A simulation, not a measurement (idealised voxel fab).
process module | voxel released beams
cross-section cut | 155 nm wide | cells 5 nm
A cross-section is a grid of square cells, given in bands from the top down. A band is one or more rows of cells.
Each band's line starts with the height of the band's top and of its bottom, in nm. Then come its materials from left to right, each with its width in nm. One material with "throughout" fills the band from edge to edge. "air" is empty space.
Height 0 is the level under which the wafer as received is all one material. The lowest band goes on downwards, as in "0 down".
A width such as "30 to 40" changes by the same amount from each row of cells to the next, from the band's top row to its bottom row.
"no change" after a step means that no cell of the cross-section changed.
closed voids: empty space of 8 cells or more with no open way to the top, each as width x height at its distance from the left edge, in nm
after a step's settings: what the simulator itself notes on the step
overlay nm, on a step with a mask: how far to the right of its planned place the mask lay; to the left if negative
plan
1 op RECEIVE | material Si
2 op CONFORMAL_DEP | material SiN | thk nm 5
3 op DIRECTIONAL_DEP | material SiO2 | thk nm 15
4 op MASKED_ETCH | tone open | mask id ANCHOR | width nm 35 | etch materials SiO2 | depth nm 15 | overlay nm 0
5 op CONFORMAL_DEP | material W | thk nm 15
6 op DIRECTIONAL_DEP | material aC | thk nm 15
7 op PATTERN | tone cover | mask id BEAM | material resist | width nm 90 | thk nm 30 | overlay nm 0
8 op DIRECTIONAL_ETCH | etch materials aC | depth nm 15
9 op STRIP | etch materials resist
10 op DIRECTIONAL_ETCH | etch materials W | depth nm 15
11 op STRIP | etch materials aC
12 op STRIP | etch materials SiO2
first wafer, as planned
as received, after step 1
  0 down: Si throughout
  closed voids: none
after step 2
  5 to 0: SiN throughout
  below 0: unchanged
after step 3
  20 to 5: SiO2 throughout
  below 5: unchanged
after step 4
  20 to 5: SiO2 35 | air 35 | SiO2 85
  below 5: unchanged
after step 5
  35 to 20: W 50 | air 5 | W 100
  20 to 5: SiO2 35 | W 35 | SiO2 85
  below 5: unchanged
after step 6
  50 to 35: aC 50 | air 5 | aC 100
  35 to 20: W 50 | aC 5 | W 100
  below 20: unchanged
after step 7
  80 to 50: air 30 | resist 90 | air 35
  50 to 35: aC 50 | resist 5 | aC 100
  below 35: unchanged
after step 8
  65 to 50: air 30 | resist 90 | air 35
  50 to 35: air 30 | aC 20 | resist 5 | aC 65 | air 35
  below 35: unchanged
after step 9
  50 to 35: air 30 | aC 20 | air 5 | aC 65 | air 35
  below 35: unchanged
after step 10
  50 to 35: air 30 | aC 20 | air 5 | aC 65 | air 35
  35 to 20: air 30 | W 20 | aC 5 | W 65 | air 35
  below 20: unchanged
after step 11
  35 to 20: air 30 | W 20 | air 5 | W 65 | air 35
  below 20: unchanged
after step 12
  35 to 20: air 30 | W 20 | air 5 | W 65 | air 35
  20 to 5: air 35 | W 35 | air 85
  below 5: unchanged
second wafer: like start, like plan, one mistake. Through step 6 it matches the first wafer
when step 7 should have ended
  80 to 50: air 30 | resist 95 | air 30
  50 to 35: aC 50 | resist 5 | aC 100
  below 35: unchanged
when step 8 should have ended
  65 to 50: air 30 | resist 95 | air 30
  50 to 35: air 30 | aC 20 | resist 5 | aC 70 | air 30
  below 35: unchanged
when step 9 should have ended
  50 to 35: air 30 | aC 20 | air 5 | aC 70 | air 30
  below 35: unchanged
when step 10 should have ended
  50 to 35: air 30 | aC 20 | air 5 | aC 70 | air 30
  35 to 20: air 30 | W 20 | aC 5 | W 70 | air 30
  below 20: unchanged
when step 11 should have ended
  35 to 20: air 30 | W 20 | air 5 | W 70 | air 30
  below 20: unchanged
when step 12 should have ended
  35 to 20: air 30 | W 20 | air 5 | W 70 | air 30
  20 to 5: air 35 | W 35 | air 85
  below 5: unchanged
what went wrong: step 7 ran as: op PATTERN | tone cover | mask id BEAM | material resist | width nm 95 | thk nm 30 | overlay nm 0
at the end the second wafer has, in cells: 3 more of W
